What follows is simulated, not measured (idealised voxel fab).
process module | voxel self aligned vias
cross-section cut | 300 nm wide | cells 5 nm
A cross-section is a grid of square cells, given in bands from the top down. A band is one or more rows of cells.
Each band's line starts with the height of the band's top and of its bottom, in nm. Then come its materials from left to right, each with its width in nm. One material with "throughout" fills the band from edge to edge. "air" is empty space.
Height 0 is the level under which the wafer as received is all one material. The lowest band goes on downwards, as in "0 down".
A width such as "30 to 40" changes by the same amount from each row of cells to the next, from the band's top row to its bottom row.
"no change" after a step means that no cell of the cross-section changed.
closed voids: empty space of 8 cells or more with no open way to the top, each as width x height at its distance from the left edge, in nm
after a step's settings: what the simulator itself notes on the step
overlay nm, on a step with a mask: how far to the right of its planned place the mask lay; to the left if negative
plan
1 op RECEIVE | material Si
2 op CONFORMAL_DEP | material SiO2 | thk nm 15
3 op CONFORMAL_DEP | material SiCN | thk nm 5
4 op DIRECTIONAL_DEP | material SiO2 | thk nm 30
5 op MASKED_ETCH | tone open | mask id LINES | width nm 30 | pitch nm 55 | etch materials SiO2 | depth nm 30 | overlay nm 0
6 op CONFORMAL_DEP | material TiN | thk nm 5
7 op FILL_DEP | material Ru | thk nm 10
8 op CMP | height nm 50
9 op SELECTIVE_ETCH | etch materials W Ru TiN | depth nm 10
10 op FILL_DEP | material SiN | thk nm 5
11 op CMP | height nm 50
12 op DIRECTIONAL_DEP | material SiO2 | thk nm 15
13 op PATTERN | tone open | mask id VIAS | material resist | width nm 30 | pitch nm 110 | thk nm 20 | overlay nm 0
14 op DIRECTIONAL_ETCH | etch materials SiO2 | depth nm 15
15 op DIRECTIONAL_ETCH | etch materials SiN | depth nm 10
16 op STRIP | etch materials resist
17 op CONFORMAL_DEP | material TiN | thk nm 5
18 op FILL_DEP | material Cu | thk nm 5
19 op CMP | height nm 65
20 op CONFORMAL_DEP | material SiN | thk nm 5
varied across the wafers: width nm of step 13. The plan shows the first wafer's value. All wafers start alike
first wafer as received, after step 1
  0 down: Si throughout
  closed voids: none
first wafer at the end, after step 20
  70 to 65: SiN throughout
  65 to 50: SiO2 80 | TiN 5 | Cu 20 | TiN 5 | SiO2 80 | TiN 5 | Cu 20 | TiN 5 | SiO2 80
  50 to 45: SiO2 80 | TiN 5 | Cu 20 | TiN 5 | SiO2 25 | SiN 30 | SiO2 25 | TiN 5 | Cu 20 | TiN 5 | SiO2 80
  45 to 40: SiO2 80 | TiN 30 | SiO2 25 | SiN 30 | SiO2 25 | TiN 30 | SiO2 80
  40 to 25: SiO2 80 | TiN 5 | Ru 20 | TiN 5 | SiO2 25 | TiN 5 | Ru 20 | TiN 5 | SiO2 25 | TiN 5 | Ru 20 | TiN 5 | SiO2 80
  25 to 20: SiO2 80 | TiN 30 | SiO2 25 | TiN 30 | SiO2 25 | TiN 30 | SiO2 80
  20 to 15: SiCN throughout
  15 to 0: SiO2 throughout
  0 down: Si throughout
  closed voids: none
last wafer at the end
  70 to 65: SiN throughout
  65 to 55: SiO2 70 | TiN 5 | Cu 45 | TiN 5 | SiO2 55 | TiN 5 | Cu 45 | TiN 5 | SiO2 65
  55 to 50: SiO2 70 | TiN 15 | Cu 20 | TiN 20 | SiO2 55 | TiN 15 | Cu 20 | TiN 20 | SiO2 65
  50 to 45: SiO2 80 | TiN 5 | Cu 20 | TiN 5 | SiO2 25 | SiN 30 | SiO2 25 | TiN 5 | Cu 20 | TiN 5 | SiO2 80
  45 to 40: SiO2 80 | TiN 30 | SiO2 25 | SiN 30 | SiO2 25 | TiN 30 | SiO2 80
  40 to 25: SiO2 80 | TiN 5 | Ru 20 | TiN 5 | SiO2 25 | TiN 5 | Ru 20 | TiN 5 | SiO2 25 | TiN 5 | Ru 20 | TiN 5 | SiO2 80
  25 to 20: SiO2 80 | TiN 30 | SiO2 25 | TiN 30 | SiO2 25 | TiN 30 | SiO2 80
  20 to 15: SiCN throughout
  15 to 0: SiO2 throughout
  0 down: Si throughout
  closed voids: none
each wafer at the end: cells of each material gained (+) or lost (-) since it was received, then its closed voids
width nm 30 | +32 Cu | +36 Ru | +60 SiCN | +72 SiN | +576 SiO2 | +64 TiN | closed voids: none
width nm 35 | +36 Cu | +36 Ru | +60 SiCN | +72 SiN | +570 SiO2 | +66 TiN | closed voids: none
width nm 40 | +40 Cu | +36 Ru | +60 SiCN | +72 SiN | +564 SiO2 | +68 TiN | closed voids: none
width nm 45 | +44 Cu | +36 Ru | +60 SiCN | +72 SiN | +558 SiO2 | +70 TiN | closed voids: none
width nm 50 | +48 Cu | +36 Ru | +60 SiCN | +72 SiN | +552 SiO2 | +72 TiN | closed voids: none
width nm 55 | +52 Cu | +36 Ru | +60 SiCN | +72 SiN | +546 SiO2 | +74 TiN | closed voids: none
